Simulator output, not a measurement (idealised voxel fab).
Title: Process Module voxel transistor to metal
Pictured: cross-section cut, 200 nm wide, on a grid of 5 nm square cells.
Just so we're on the same page, the cross-sections are grids of square cells, and they're listed out in bands top to bottom, each band one or more rows deep. It is stipulated that each band's entry specify, in nanometres, the height of the top of the band and then that of its bottom, followed by the materials of the band in left-to-right sequence, each together with its width in nanometres. A single material marked by the word "all across" is understood to fill the band from edge to edge; the word "blank" is understood to denote empty space. Heights are measured from 0, the level below which the as-received wafer is all one material; the lowest band has no bottom and continues downward, written as in "0 nm and below". The two numbers in a width such as "30..40" mark its ends across the band: the first belongs to the top row of cells, the second to the bottom row, and from each row to the next the width moves by the same amount. Basically "stayed the same" means that step didn't change any cell in the cross-section. Under "Unvented cavities" you'll find the enclosed gaps, the ones with no way out to the top, that are 8 cells or bigger; each reads width x height at distance, with distance counted from the left edge, everything in nm. Read whatever lies past the settings on a step's line as the simulator's own remark about the step. Regarding "overlay nm": on a step with a mask, it is the distance the mask lay to the right of its planned place; a negative value places it to the left.

This section lists the process steps that were planned:
1: RECEIVE,material Si
2: CONFORMAL_DEP,material SiO2,thk nm 5
3: CONFORMAL_DEP,material SiN,thk nm 15
4: MASKED_ETCH,tone cover,mask id ACTIVE,width nm 95,etch materials SiN,depth nm 15,overlay nm 0
5: MASKED_ETCH,tone cover,mask id ACTIVE,width nm 95,etch materials SiO2,depth nm 5,overlay nm 0
6: MASKED_ETCH,tone cover,mask id ACTIVE,width nm 95,etch materials Si,depth nm 30,overlay nm 0
7: OXIDIZE,depth nm 5
8: FILL_DEP,material SiO2,thk nm 10
9: CMP,height nm 20
10: SELECTIVE_ETCH,etch materials SiO2,depth nm 10
11: STRIP,etch materials SiN
12: SELECTIVE_ETCH,etch materials SiO2,depth nm 5
13: OXIDIZE,depth nm 5
14: DIRECTIONAL_DEP,material polySi,thk nm 30
15: DIRECTIONAL_DEP,material SiCN,thk nm 15
16: PATTERN,tone cover,mask id GATE,material resist,width nm 15,thk nm 20,overlay nm 0
17: DIRECTIONAL_ETCH,etch materials SiCN,depth nm 25
18: DIRECTIONAL_ETCH,etch materials polySi,depth nm 40
19: STRIP,etch materials resist
20: CONFORMAL_DEP,material SiO2,thk nm 5
21: DIRECTIONAL_ETCH,etch materials SiO2,depth nm 5
22: CONFORMAL_DEP,material SiN,thk nm 5
23: DIRECTIONAL_ETCH,etch materials SiN,depth nm 5
24: DIRECTIONAL_ETCH,etch materials SiO2,depth nm 5
25: DIRECTIONAL_ETCH,etch materials Si,depth nm 15
26: EPI,material pSi,thk nm 20
27: FILL_DEP,material SiO2,thk nm 5
28: CMP,height nm 45
29: DIRECTIONAL_DEP,material SiO2,thk nm 10
30: PATTERN,tone open,mask id CONTACT,material resist,width nm 20,pitch nm 65,thk nm 20,overlay nm 0
31: DIRECTIONAL_ETCH,etch materials SiO2,depth nm 55
32: STRIP,etch materials resist
33: CONFORMAL_DEP,material TiN,thk nm 5
34: FILL_DEP,material Ru,thk nm 5
35: CMP,height nm 55
36: DIRECTIONAL_DEP,material TiN,thk nm 5
37: DIRECTIONAL_DEP,material W,thk nm 25
38: MASKED_ETCH,tone cover,mask id METAL_1,width nm 20,pitch nm 65,etch materials W,depth nm 25,overlay nm 0
39: MASKED_ETCH,tone cover,mask id METAL_1,width nm 20,pitch nm 65,etch materials TiN,depth nm 5,overlay nm 0
40: CONFORMAL_DEP,material SiCN,thk nm 5
41: FILL_DEP,material lowk,thk nm 5
42: CMP,height nm 85
43: CONFORMAL_DEP,material SiCN,thk nm 5
44: DIRECTIONAL_DEP,material SiO2,thk nm 35
45: MASKED_ETCH,tone open,mask id METAL_2,width nm 20,pitch nm 65,etch materials SiO2,depth nm 20,overlay nm 0
46: MASKED_ETCH,tone open,mask id METAL_2_HOLES,width nm 15,pitch nm 65,etch materials SiO2,depth nm 15,overlay nm 0
47: MASKED_ETCH,tone open,mask id METAL_2_HOLES,width nm 15,pitch nm 65,etch materials SiCN,depth nm 5,overlay nm 0
48: CONFORMAL_DEP,material TiN,thk nm 5
49: FILL_DEP,material Cu,thk nm 5
50: CMP,height nm 125
51: CONFORMAL_DEP,material SiN,thk nm 5

As received (post step 1): cross-section:
	0 nm and below  Si all across
	Unvented cavities: none

First of two wafers at the end of the module, shown in cross-section; run carried out as planned:
	130 nm to 125 nm  SiN all across
	125 nm to 110 nm  SiO2: 55; TiN: 5; Cu: 10; TiN: 5; SiO2: 45; TiN: 5; Cu: 10; TiN: 5; SiO2: 60
	110 nm to 105 nm  SiO2: 55; TiN: 5; Cu: 5; TiN: 10; SiO2: 45; TiN: 5; Cu: 5; TiN: 10; SiO2: 60
	105 nm to 90 nm  SiO2: 55; TiN: 5; Cu: 5; TiN: 5; SiO2: 50; TiN: 5; Cu: 5; TiN: 5; SiO2: 65
	90 nm to 85 nm  SiCN: 55; TiN: 15; SiCN: 50; TiN: 15; SiCN: 65
	85 nm to 60 nm  lowk: 50; SiCN: 5; W: 20; SiCN: 5; lowk: 35; SiCN: 5; W: 20; SiCN: 5; lowk: 55
	60 nm to 55 nm  SiCN: 55; TiN: 20; SiCN: 45; TiN: 20; SiCN: 60
	55 nm to 45 nm  SiO2: 55; TiN: 5; Ru: 10; TiN: 5; SiO2: 45; TiN: 5; Ru: 10; TiN: 5; SiO2: 60
	45 nm to 30 nm  SiO2: 55; TiN: 5; Ru: 10; TiN: 5; SiO2: 5; SiN: 5; SiO2: 5; SiCN: 15; SiO2: 5; SiN: 5; SiO2: 5; TiN: 5; Ru: 10; TiN: 5; SiO2: 60
	30 nm to 20 nm  SiO2: 55; TiN: 5; Ru: 10; TiN: 5; SiO2: 5; SiN: 5; SiO2: 5; polySi: 15; SiO2: 5; SiN: 5; SiO2: 5; TiN: 5; Ru: 10; TiN: 5; SiO2: 60
	20 nm to 15 nm  SiO2: 55; TiN: 20; SiO2: 5; SiN: 5; SiO2: 5; polySi: 15; SiO2: 5; SiN: 5; SiO2: 5; TiN: 20; SiO2: 60
	15 nm to 5 nm  SiO2: 55; TiN: 5; pSi: 20; SiN: 5; SiO2: 5; polySi: 15; SiO2: 5; SiN: 5; pSi: 20; TiN: 5; SiO2: 60
	5 nm to 0 nm  SiO2: 50; SiN: 5; TiN: 5; pSi: 20; SiN: 5; SiO2: 5; polySi: 15; SiO2: 5; SiN: 5; pSi: 20; TiN: 5; SiN: 5; SiO2: 55
	0 nm to -5 nm  SiO2: 55; pSi: 25; SiO2: 35; pSi: 25; SiO2: 60
	-5 nm to -20 nm  SiO2: 55; pSi: 25; Si: 35; pSi: 25; SiO2: 60
	-20 nm to -35 nm  SiO2: 55; Si: 85; SiO2: 60
	-35 nm and below  Si all across
	Unvented cavities: none

Cross-section of the latter of the two wafers at module completion. It had an identical start and an identical plan to the former; in running it, one mistake was made:
	130 nm to 125 nm  SiN all across
	125 nm to 110 nm  SiO2: 55; TiN: 5; Cu: 10; TiN: 5; SiO2: 45; TiN: 5; Cu: 10; TiN: 5; SiO2: 60
	110 nm to 105 nm  SiO2: 55; TiN: 5; Cu: 5; TiN: 10; SiO2: 45; TiN: 5; Cu: 5; TiN: 10; SiO2: 60
	105 nm to 90 nm  SiO2: 55; TiN: 5; Cu: 5; TiN: 5; SiO2: 50; TiN: 5; Cu: 5; TiN: 5; SiO2: 65
	90 nm to 85 nm  SiCN: 55; TiN: 15; SiCN: 50; TiN: 15; SiCN: 65
	85 nm to 60 nm  lowk: 50; SiCN: 5; W: 20; SiCN: 5; lowk: 35; SiCN: 5; W: 20; SiCN: 5; lowk: 55
	60 nm to 55 nm  SiCN: 55; TiN: 20; SiCN: 45; TiN: 20; SiCN: 60
	55 nm to 45 nm  SiO2: 55; TiN: 5; W: 10; TiN: 5; SiO2: 45; TiN: 5; W: 10; TiN: 5; SiO2: 60
	45 nm to 30 nm  SiO2: 55; TiN: 5; W: 10; TiN: 5; SiO2: 5; SiN: 5; SiO2: 5; SiCN: 15; SiO2: 5; SiN: 5; SiO2: 5; TiN: 5; W: 10; TiN: 5; SiO2: 60
	30 nm to 20 nm  SiO2: 55; TiN: 5; W: 10; TiN: 5; SiO2: 5; SiN: 5; SiO2: 5; polySi: 15; SiO2: 5; SiN: 5; SiO2: 5; TiN: 5; W: 10; TiN: 5; SiO2: 60
	20 nm to 15 nm  SiO2: 55; TiN: 20; SiO2: 5; SiN: 5; SiO2: 5; polySi: 15; SiO2: 5; SiN: 5; SiO2: 5; TiN: 20; SiO2: 60
	15 nm to 5 nm  SiO2: 55; TiN: 5; pSi: 20; SiN: 5; SiO2: 5; polySi: 15; SiO2: 5; SiN: 5; pSi: 20; TiN: 5; SiO2: 60
	5 nm to 0 nm  SiO2: 50; SiN: 5; TiN: 5; pSi: 20; SiN: 5; SiO2: 5; polySi: 15; SiO2: 5; SiN: 5; pSi: 20; TiN: 5; SiN: 5; SiO2: 55
	0 nm to -5 nm  SiO2: 55; pSi: 25; SiO2: 35; pSi: 25; SiO2: 60
	-5 nm to -20 nm  SiO2: 55; pSi: 25; Si: 35; pSi: 25; SiO2: 60
	-20 nm to -35 nm  SiO2: 55; Si: 85; SiO2: 60
	-35 nm and below  Si all across
	Unvented cavities: none
Misprocessing identified: step 34: run off-plan, actual operation and settings FILL_DEP,material W,thk nm 5
It is noted that, at the conclusion of processing, the second wafer exhibits a higher or lower cell count for certain materials relative to the first: Ru: 28 fewer, W: 28 more
